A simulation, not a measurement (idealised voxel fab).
Process module under the name voxel wiring stack
cross-section cut | 165 nm wide | cells 5 nm
The cross-sections in this document take the form of a grid made of square cells. They are written out as bands, in order from top to bottom. Each band consists of one or more rows of cells. What a band's entry tells you: where the top is and where the bottom is, as heights in nm, and after that what lies inside, material by material from left to right, each with its width in nm. Empty space is written as the word "air", and a single material marked with the word "full width" occupies the band from edge to edge. Heights are expressed relative to 0, this being the level below which the as-received wafer comprises one material exclusively. The lowest band is unbounded in the downward direction and is denoted as in "top 0, no bottom". Graded width ("30 to 40"): value in top row of band = first number; value in bottom row = second number; row-to-row change constant. Key: "no alteration" - step with no changed cell in the cross-section. Reported under the label "Closed void list" are the empty spaces having no open way to the top and comprising 8 cells or more; the notation for each is width x height at distance, in which the distance is measured from the left edge and all three values are in nm. On a step's line, text after the settings is the simulator commenting on that step. "overlay nm" answers the question of how far to the right of plan the mask lay on a step that has a mask, and when it is negative the answer is to the left.
THIS SECTION LISTS THE PROCESS STEPS THAT WERE PLANNED
1) RECEIVE,material Si
2) CONFORMAL_DEP,material SiO2,thk nm 15
3) CONFORMAL_DEP,material SiN,thk nm 5
4) DIRECTIONAL_DEP,material lowk,thk nm 15
5) PATTERN,tone open,mask id METAL_1,material resist,width nm 30,pitch nm 55,thk nm 20,overlay nm 0
6) DIRECTIONAL_ETCH,etch materials lowk,depth nm 15
7) DIRECTIONAL_ETCH,etch materials SiN,depth nm 5
8) STRIP,etch materials resist
9) CONFORMAL_DEP,material TiN,thk nm 5
10) FILL_DEP,material W,thk nm 5
11) CMP,height nm 35
12) EPI,material Ru,thk nm 5
13) FILL_DEP,material SiCN,thk nm 5
14) DIRECTIONAL_DEP,material lowk,thk nm 30
15) DIRECTIONAL_DEP,material aC,thk nm 15
16) PATTERN,tone open,mask id METAL_2_HOLES,material resist,width nm 15,thk nm 35,overlay nm 0
17) DIRECTIONAL_ETCH,etch materials aC,depth nm 15
18) STRIP,etch materials resist
19) DIRECTIONAL_ETCH,etch materials lowk,depth nm 30
20) STRIP,etch materials aC
21) DIRECTIONAL_DEP,material aC,thk nm 10
22) PATTERN,tone open,mask id METAL_2,material resist,width nm 30,pitch nm 55,thk nm 25,overlay nm 0
23) DIRECTIONAL_ETCH,etch materials aC,depth nm 10
24) STRIP,etch materials resist
25) DIRECTIONAL_ETCH,etch materials lowk,depth nm 20
26) DIRECTIONAL_ETCH,etch materials SiCN,depth nm 5
27) STRIP,etch materials aC
28) CONFORMAL_DEP,material TiN,thk nm 5
29) FILL_DEP,material Cu,thk nm 10
30) CMP,height nm 75
31) CONFORMAL_DEP,material SiN,thk nm 5
CROSS-SECTION OF THE WAFER UPON ARRIVAL, REPRESENTING THE STATE REACHED AFTER STEP 1
	top 0, no bottom | Si full width
	Closed void list: none
THE FIRST OF THE TWO WAFERS AS SEEN IN CROSS-SECTION ONCE THE MODULE WAS FINISHED; PROCESSING FOLLOWED THE PLAN
	top 80, bottom 75 | SiN full width
	top 75, bottom 60 | 40 lowk, 5 TiN, 20 Cu, 5 TiN, 25 lowk, 5 TiN, 20 Cu, 5 TiN, 40 lowk
	top 60, bottom 55 | 40 lowk, 5 TiN, 5 Cu, 20 TiN, 25 lowk, 30 TiN, 40 lowk
	top 55, bottom 45 | 40 lowk, 5 TiN, 5 Cu, 5 TiN, 110 lowk
	top 45, bottom 40 | 40 SiCN, 15 TiN, 110 SiCN
	top 40, bottom 35 | 35 SiCN, 40 Ru, 15 SiCN, 40 Ru, 35 SiCN
	top 35, bottom 20 | 40 lowk, 5 TiN, 20 W, 5 TiN, 25 lowk, 5 TiN, 20 W, 5 TiN, 40 lowk
	top 20, bottom 15 | 40 SiN, 30 TiN, 25 SiN, 30 TiN, 40 SiN
	top 15, bottom 0 | SiO2 full width
	top 0, no bottom | Si full width
	Closed void list: none
WHAT THE SECOND WAFER LOOKS LIKE IN CROSS-SECTION ONCE THE MODULE IS DONE. ITS START AND ITS PLAN MATCHED THE FIRST WAFER'S EXACTLY; WHAT DIFFERED WAS ONE MISTAKE IN HOW IT WAS RUN
	top 80, bottom 75 | SiN full width
	top 75, bottom 60 | 35 lowk, 5 TiN, 25 Cu, 5 TiN, 25 lowk, 5 TiN, 20 Cu, 5 TiN, 40 lowk
	top 60, bottom 55 | 35 lowk, 5 TiN, 5 Cu, 25 TiN, 25 lowk, 30 TiN, 40 lowk
	top 55, bottom 50 | 35 lowk, 5 TiN, 5 Cu, 5 TiN, 115 lowk
	top 50, bottom 45 | 35 lowk, 15 TiN, 115 lowk
	top 45, bottom 40 | 40 SiCN, 10 TiN, 115 SiCN
	top 40, bottom 35 | 35 SiCN, 40 Ru, 15 SiCN, 40 Ru, 35 SiCN
	top 35, bottom 20 | 40 lowk, 5 TiN, 20 W, 5 TiN, 25 lowk, 5 TiN, 20 W, 5 TiN, 40 lowk
	top 20, bottom 15 | 40 SiN, 30 TiN, 25 SiN, 30 TiN, 40 SiN
	top 15, bottom 0 | SiO2 full width
	top 0, no bottom | Si full width
	Closed void list: none
Processing error: step 16 off recipe, ran as PATTERN,tone open,mask id METAL_2_HOLES,material resist,width nm 15,thk nm 35,overlay nm -5
It is noted that, at the conclusion of processing, the second wafer exhibits a higher or lower cell count for certain materials relative to the first: Cu +2, SiCN +1, TiN +1, lowk -4
